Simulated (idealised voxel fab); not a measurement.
process module | voxel capacitor over wiring
cross-section cut | 295 nm wide | cells 5 nm
A cross-section is a grid of square cells, given in bands from the top down. A band is one or more rows of cells.
Each band's line starts with the height of the band's top and of its bottom, in nm. Then come its materials from left to right, each with its width in nm. One material with "throughout" fills the band from edge to edge. "air" is empty space.
Height 0 is the level under which the wafer as received is all one material. The lowest band goes on downwards, as in "0 down".
A width such as "30 to 40" changes by the same amount from each row of cells to the next, from the band's top row to its bottom row.
"no change" after a step means that no cell of the cross-section changed.
closed voids: empty space of 8 cells or more with no open way to the top, each as width x height at its distance from the left edge, in nm
after a step's settings: what the simulator itself notes on the step
overlay nm, on a step with a mask: how far to the right of its planned place the mask lay; to the left if negative
plan
1 op RECEIVE | material Si
2 op CONFORMAL_DEP | material SiO2 | thk nm 15
3 op CONFORMAL_DEP | material SiCN | thk nm 5
4 op DIRECTIONAL_DEP | material lowk | thk nm 15
5 op DIRECTIONAL_DEP | material aC | thk nm 10
6 op PATTERN | tone open | mask id METAL_1 | material resist | width nm 20 | pitch nm 85 | thk nm 30 | overlay nm 0
7 op DIRECTIONAL_ETCH | etch materials aC | depth nm 10
8 op STRIP | etch materials resist
9 op DIRECTIONAL_ETCH | etch materials lowk | depth nm 15
10 op DIRECTIONAL_ETCH | etch materials SiCN | depth nm 5
11 op STRIP | etch materials aC
12 op CONFORMAL_DEP | material TiN | thk nm 5
13 op FILL_DEP | material Cu | thk nm 10
14 op CMP | height nm 35
15 op CONFORMAL_DEP | material SiCN | thk nm 5
16 op DIRECTIONAL_DEP | material SiO2 | thk nm 20
17 op PATTERN | tone open | mask id PLUG_1 | material resist | width nm 15 | thk nm 20 | overlay nm 0
18 op DIRECTIONAL_ETCH | etch materials SiO2 | depth nm 20
19 op DIRECTIONAL_ETCH | etch materials SiCN | depth nm 5
20 op STRIP | etch materials resist
21 op EPI | material Ru | thk nm 10
22 op EPI | material Ru | thk nm 10
23 op EPI | material Ru | thk nm 5
24 op DIRECTIONAL_DEP | material TiN | thk nm 5
25 op DIRECTIONAL_DEP | material HfO2 | thk nm 5
26 op DIRECTIONAL_DEP | material TiN | thk nm 5
27 op DIRECTIONAL_DEP | material aC | thk nm 15
28 op PATTERN | tone cover | mask id UPPER_PLATE | material resist | width nm 70 | thk nm 35 | overlay nm 0
29 op DIRECTIONAL_ETCH | etch materials aC | depth nm 15
30 op STRIP | etch materials resist
31 op DIRECTIONAL_ETCH | etch materials TiN | depth nm 5
32 op DIRECTIONAL_ETCH | etch materials HfO2 | depth nm 5
33 op STRIP | etch materials aC
34 op DIRECTIONAL_DEP | material aC | thk nm 15
35 op PATTERN | tone cover | mask id LOWER_PLATE | material resist | width nm 80 | thk nm 35 | overlay nm 0
36 op DIRECTIONAL_ETCH | etch materials aC | depth nm 15
37 op STRIP | etch materials resist
38 op DIRECTIONAL_ETCH | etch materials TiN | depth nm 5
39 op STRIP | etch materials aC
40 op FILL_DEP | material SiO2 | thk nm 20
41 op CMP | height nm 90
42 op DIRECTIONAL_DEP | material aC | thk nm 15
43 op PATTERN | tone open | mask id PLUG_2 | material resist | width nm 15 | thk nm 35 | overlay nm 0
44 op DIRECTIONAL_ETCH | etch materials aC | depth nm 15
45 op STRIP | etch materials resist
46 op DIRECTIONAL_ETCH | etch materials SiO2 | depth nm 15
47 op STRIP | etch materials aC
48 op CONFORMAL_DEP | material TiN | thk nm 5
49 op FILL_DEP | material Cu | thk nm 10
50 op CMP | height nm 90
51 op CONFORMAL_DEP | material SiCN | thk nm 5
as received, after step 1
  0 down: Si throughout
  closed voids: none
first wafer at the end, as planned
  95 to 90: SiCN throughout
  90 to 80: SiO2 110 | TiN 5 | Cu 5 | TiN 5 | SiO2 170
  80 to 70: SiO2 110 to 100 | TiN 15 to 70 | SiO2 170 to 125
  70 to 65: SiO2 100 | HfO2 70 | SiO2 125
  65 to 60: SiO2 95 | TiN 80 | SiO2 120
  60 to 40: SiO2 100 | Ru 15 | SiO2 180
  40 to 35: SiCN 100 | Ru 15 | SiCN 180
  35 to 20: lowk 95 | TiN 5 | Cu 10 | TiN 5 | lowk 65 | TiN 5 | Cu 10 | TiN 5 | lowk 95
  20 to 15: SiCN 95 | TiN 20 | SiCN 65 | TiN 20 | SiCN 95
  15 to 0: SiO2 throughout
  0 down: Si throughout
  closed voids: none
second wafer at the end: like start, like plan, one mistake
  95 to 90: SiCN throughout
  90 to 80: SiO2 110 | TiN 5 | Cu 5 | TiN 5 | SiO2 170
  80 to 75: SiO2 110 | TiN 15 | SiO2 170
  75 to 70: SiO2 100 | TiN 15 | SiO2 40 | TiN 15 | SiO2 125
  70 to 65: SiO2 100 | HfO2 15 | SiO2 40 | HfO2 15 | SiO2 125
  65 to 60: SiO2 95 | TiN 20 | SiO2 40 | TiN 20 | SiO2 120
  60 to 50: SiO2 70 | Ru 30 | SiO2 55 | Ru 70 | SiO2 70
  50 to 45: SiO2 70 | Ru 30 | SiO2 15 | TiN 40 | Ru 70 | SiO2 70
  45 to 40: SiO2 70 | Ru 30 | SiO2 15 | HfO2 40 | Ru 70 | SiO2 70
  40 to 35: SiO2 70 | Ru 30 | SiCN 15 | TiN 40 | Ru 70 | SiO2 70
  35 to 20: lowk 95 | TiN 5 | Cu 10 | TiN 5 | lowk 65 | TiN 5 | Cu 10 | TiN 5 | lowk 95
  20 to 15: SiCN 95 | TiN 20 | SiCN 65 | TiN 20 | SiCN 95
  15 to 0: SiO2 throughout
  0 down: Si throughout
  closed voids: none
what went wrong: step 17 ran as: op PATTERN | tone cover | mask id PLUG_1 | material resist | width nm 15 | thk nm 20 | overlay nm 0
at the end the second wafer has, in cells: 85 more of Ru | 53 fewer of SiCN | 32 fewer of SiO2
